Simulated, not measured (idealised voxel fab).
voxel capacitor over wiring: a process module
Displayed cross-section: cut, width of 225 nm, square cells sized 5 nm.
In what follows, cross-sections appear as grids of square cells, described through bands that run from the top down, where every band is one or more rows of cells. Read a band's entry like this: the first values are the height of its top and the height of its bottom in nm, and what follows is the sequence of materials from left to right, each with its width in nm. Note that "empty" is empty space, and that a single material marked "all across" reaches across the band from edge to edge. For the purposes of this specification, 0 denotes the height below which the wafer in its as-received condition is composed wholly of one material, and the lowermost band, lacking a lower limit, extends downward without end, as expressed in "top 0, no bottom". A width such as "30->40" changes by the same amount from each row of cells to the next, from the band's top row to its bottom row. "nothing altered" for a step: no cell of the cross-section changed in that step. This entry, "Closed void listing", enumerates those empty regions of no fewer than 8 cells that possess no open connection to the top. Each region is reported in the form width x height at distance, the distance being taken from the left edge, with all three quantities expressed in nm. What comes after the settings on a step's line is commentary from the simulator itself on that step. You can add "overlay nm" to a step's line. For a step with a mask, it describes how far the mask lay to the right of its planned position, and a negative number describes a lay to the left.
Here's what the planned process steps look like
1 RECEIVE [material Si]
2 CONFORMAL_DEP [material SiO2] [thk nm 15]
3 CONFORMAL_DEP [material SiCN] [thk nm 5]
4 DIRECTIONAL_DEP [material SiO2] [thk nm 20]
5 PATTERN [tone open] [mask id METAL_1] [material resist] [width nm 30] [pitch nm 95] [thk nm 15] [overlay nm 0]
6 DIRECTIONAL_ETCH [etch materials SiO2] [depth nm 20]
7 DIRECTIONAL_ETCH [etch materials SiCN] [depth nm 5]
8 STRIP [etch materials resist]
9 CONFORMAL_DEP [material TiN] [thk nm 5]
10 FILL_DEP [material Cu] [thk nm 10]
11 CMP [height nm 40]
12 EPI [material Ru] [thk nm 5]
13 FILL_DEP [material SiCN] [thk nm 5]
14 DIRECTIONAL_DEP [material lowk] [thk nm 15]
15 MASKED_ETCH [tone open] [mask id PLUG_1] [width nm 15] [etch materials lowk] [depth nm 15] [overlay nm 0]
16 MASKED_ETCH [tone open] [mask id PLUG_1] [width nm 15] [etch materials SiCN] [depth nm 5] [overlay nm 0]
17 CONFORMAL_DEP [material TiN] [thk nm 5]
18 FILL_DEP [material Ru] [thk nm 10]
19 CMP [height nm 65]
20 DIRECTIONAL_DEP [material TiN] [thk nm 5]
21 DIRECTIONAL_DEP [material SiN] [thk nm 5]
22 DIRECTIONAL_DEP [material TiN] [thk nm 10]
23 PATTERN [tone cover] [mask id UPPER_PLATE] [material resist] [width nm 70] [thk nm 15] [overlay nm 0]
24 DIRECTIONAL_ETCH [etch materials TiN] [depth nm 10]
25 DIRECTIONAL_ETCH [etch materials SiN] [depth nm 5]
26 STRIP [etch materials resist]
27 PATTERN [tone cover] [mask id LOWER_PLATE] [material resist] [width nm 80] [thk nm 20] [overlay nm 0]
28 DIRECTIONAL_ETCH [etch materials TiN] [depth nm 5]
29 STRIP [etch materials resist]
30 FILL_DEP [material SiO2] [thk nm 20]
31 CMP [height nm 100]
32 DIRECTIONAL_DEP [material aC] [thk nm 10]
33 PATTERN [tone open] [mask id PLUG_2] [material resist] [width nm 15] [thk nm 30] [overlay nm 0]
34 DIRECTIONAL_ETCH [etch materials aC] [depth nm 10]
35 STRIP [etch materials resist]
36 DIRECTIONAL_ETCH [etch materials SiO2] [depth nm 15]
37 STRIP [etch materials aC]
38 CONFORMAL_DEP [material TiN] [thk nm 5]
39 FILL_DEP [material W] [thk nm 5]
40 CMP [height nm 100]
41 CONFORMAL_DEP [material SiCN] [thk nm 5]
Received-state cross-section, reflecting completion of step 1
- top 0, no bottom = Si all across
- Closed void listing: none
Here's the cross-section of the first of our two wafers at the end of the module - it ran as planned
- top 105, bottom 100 = SiCN all across
- top 100, bottom 90 = 75 of SiO2, 5 of TiN, 5 of W, 5 of TiN, 135 of SiO2
- top 90, bottom 85 = 75 of SiO2, 15 of TiN, 135 of SiO2
- top 85, bottom 75 = 65 of SiO2, 70 of TiN, 90 of SiO2
- top 75, bottom 70 = 65 of SiO2, 70 of SiN, 90 of SiO2
- top 70, bottom 65 = 60 of SiO2, 80 of TiN, 85 of SiO2
- top 65, bottom 50 = 65 of lowk, 5 of TiN, 5 of Ru, 5 of TiN, 145 of lowk
- top 50, bottom 45 = 65 of SiCN, 15 of TiN, 145 of SiCN
- top 45, bottom 40 = 45 of SiCN, 40 of Ru, 55 of SiCN, 40 of Ru, 45 of SiCN
- top 40, bottom 20 = 50 of SiO2, 5 of TiN, 20 of Cu, 5 of TiN, 65 of SiO2, 5 of TiN, 20 of Cu, 5 of TiN, 50 of SiO2
- top 20, bottom 15 = 50 of SiCN, 30 of TiN, 65 of SiCN, 30 of TiN, 50 of SiCN
- top 15, bottom 0 = SiO2 all across
- top 0, no bottom = Si all across
- Closed void listing: none
Cross-section, second wafer: same start as the first, same plan as the first, one mistake in running it; taken at the end of the module
- top 105, bottom 100 = SiCN all across
- top 100, bottom 90 = 75 of SiO2, 5 of TiN, 5 of W, 5 of TiN, 135 of SiO2
- top 90, bottom 85 = 75 of SiO2, 15 of TiN, 135 of SiO2
- top 85, bottom 75 = 65 of SiO2, 70 of TiN, 90 of SiO2
- top 75, bottom 70 = 65 of SiO2, 70 of SiN, 90 of SiO2
- top 70, bottom 65 = 60 of SiO2, 80 of TiN, 85 of SiO2
- top 65, bottom 60 = 65 of SiCN, 15 of TiN, 145 of SiCN
- top 60, bottom 55 = 45 of SiCN, 40 of lowk, 55 of SiCN, 40 of lowk, 45 of SiCN
- top 55, bottom 45 = lowk all across
- top 45, bottom 40 = 45 of lowk, 40 of Ru, 55 of lowk, 40 of Ru, 45 of lowk
- top 40, bottom 20 = 50 of SiO2, 5 of TiN, 20 of Cu, 5 of TiN, 65 of SiO2, 5 of TiN, 20 of Cu, 5 of TiN, 50 of SiO2
- top 20, bottom 15 = 50 of SiCN, 30 of TiN, 65 of SiCN, 30 of TiN, 50 of SiCN
- top 15, bottom 0 = SiO2 all across
- top 0, no bottom = Si all across
- Closed void listing: none
In executing the process, a mistake was made relative to the plan: steps 13 and 14 got flipped, so each one ran where the other should have
At the finish, the second wafer shows more or fewer cells for some materials than the first does: 3 fewer of Ru | 6 fewer of TiN | 9 more of lowk
